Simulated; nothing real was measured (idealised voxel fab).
The name of this process module is voxel gate over fins.
Each square cell in cross-section cut measures 5 nm, and the section as a whole is 145 nm wide.
Each cross-section below is a grid of square cells, stated as bands in top-down order, with one or more rows of cells making up each band. The entry gives the band's vertical extent as a top height and a bottom height in nm, then its horizontal make-up as materials from left to right, each with a width in nm. "blank" stands for empty space; a single material marked "edge to edge" fills the band edge to edge. All heights in this document are referenced to 0, defined as the level beneath which the wafer, as received, consists entirely of one material. The lowest band is not bounded below; it extends indefinitely downward and is written in the form "z 0 and below". It should be noted that a width expressed as "30..40" varies in equal increments from row to row of cells within the band, taking the value of the first number at the top row and that of the second number at the bottom row. It should be understood that the words "nothing got changed", when stated for a given step, signify that the cross-section underwent no change in any of its cells during that step. The entry titled "Unvented cavities" provides the empty spaces that have no open way to the top, restricted to those of 8 cells or more. Each is presented as width x height at distance, the distance being measured from the left edge, with all three in nm. What comes after the settings on a step's line is commentary from the simulator itself on that step. "overlay nm" denotes, for a step that has a mask, the displacement of the mask to the right of its planned place, with negative values corresponding to the left.

The steps planned for the process are as follows
1,RECEIVE: material Si
2,CONFORMAL_DEP: material SiN, thk nm 5
3,PATTERN: tone cover, mask id FINS, material resist, width nm 15, pitch nm 35, thk nm 20, overlay nm 0
4,DIRECTIONAL_ETCH: etch materials SiN, depth nm 5
5,DIRECTIONAL_ETCH: etch materials Si, depth nm 30
6,STRIP: etch materials resist
7,OXIDIZE: depth nm 5
8,FILL_DEP: material SiO2, thk nm 15
9,CMP: height nm 5
10,SELECTIVE_ETCH: etch materials SiO2, depth nm 15
11,STRIP: etch materials SiN
12,CONFORMAL_DEP: material HfO2, thk nm 5
13,CONFORMAL_DEP: material TiN, thk nm 5
14,FILL_DEP: material W, thk nm 15
15,CMP: height nm 20
16,CONFORMAL_DEP: material SiN, thk nm 5

Wafer at receipt (post step 1), cross-section
- z 0 and below | Si edge to edge
- Unvented cavities: none

Cross-section taken at module completion on the first of two wafers; processed per the plan
- z 25 to 20 | SiN edge to edge
- z 20 to 10 | W edge to edge
- z 10 to 5 | W 25  TiN 25  W 10  TiN 25  W 10  TiN 25  W 25
- z 5 to 0 | W 25  TiN 5  HfO2 15  TiN 5  W 10  TiN 5  HfO2 15  TiN 5  W 10  TiN 5  HfO2 15  TiN 5  W 25
- z 0 to -5 | TiN 30  HfO2 5  Si 5  HfO2 5  TiN 20  HfO2 5  Si 5  HfO2 5  TiN 20  HfO2 5  Si 5  HfO2 5  TiN 30
- z -5 to -10 | HfO2 35  Si 5  HfO2 30  Si 5  HfO2 30  Si 5  HfO2 35
- z -10 to -35 | SiO2 35  Si 5  SiO2 30  Si 5  SiO2 30  Si 5  SiO2 35
- z -35 and below | Si edge to edge
- Unvented cavities: none

Second wafer cross-section at end of module - shared start and plan with the first, one mistake in the run
- z 25 to 10 | SiN edge to edge
- z 10 to 5 | SiN 25  TiN 25  SiN 10  TiN 25  SiN 10  TiN 25  SiN 25
- z 5 to 0 | SiN 25  TiN 5  HfO2 15  TiN 5  SiN 10  TiN 5  HfO2 15  TiN 5  SiN 10  TiN 5  HfO2 15  TiN 5  SiN 25
- z 0 to -5 | TiN 30  HfO2 5  Si 5  HfO2 5  TiN 20  HfO2 5  Si 5  HfO2 5  TiN 20  HfO2 5  Si 5  HfO2 5  TiN 30
- z -5 to -10 | HfO2 35  Si 5  HfO2 30  Si 5  HfO2 30  Si 5  HfO2 35
- z -10 to -35 | SiO2 35  Si 5  SiO2 30  Si 5  SiO2 30  Si 5  SiO2 35
- z -35 and below | Si edge to edge
- Unvented cavities: none
Want to know what went wrong? step 14 was run on a setting that differed from the plan, and what really ran there is FILL_DEP: material SiN, thk nm 15
Final cells, second wafer relative to first, materials higher or lower: SiN +86 | W -86
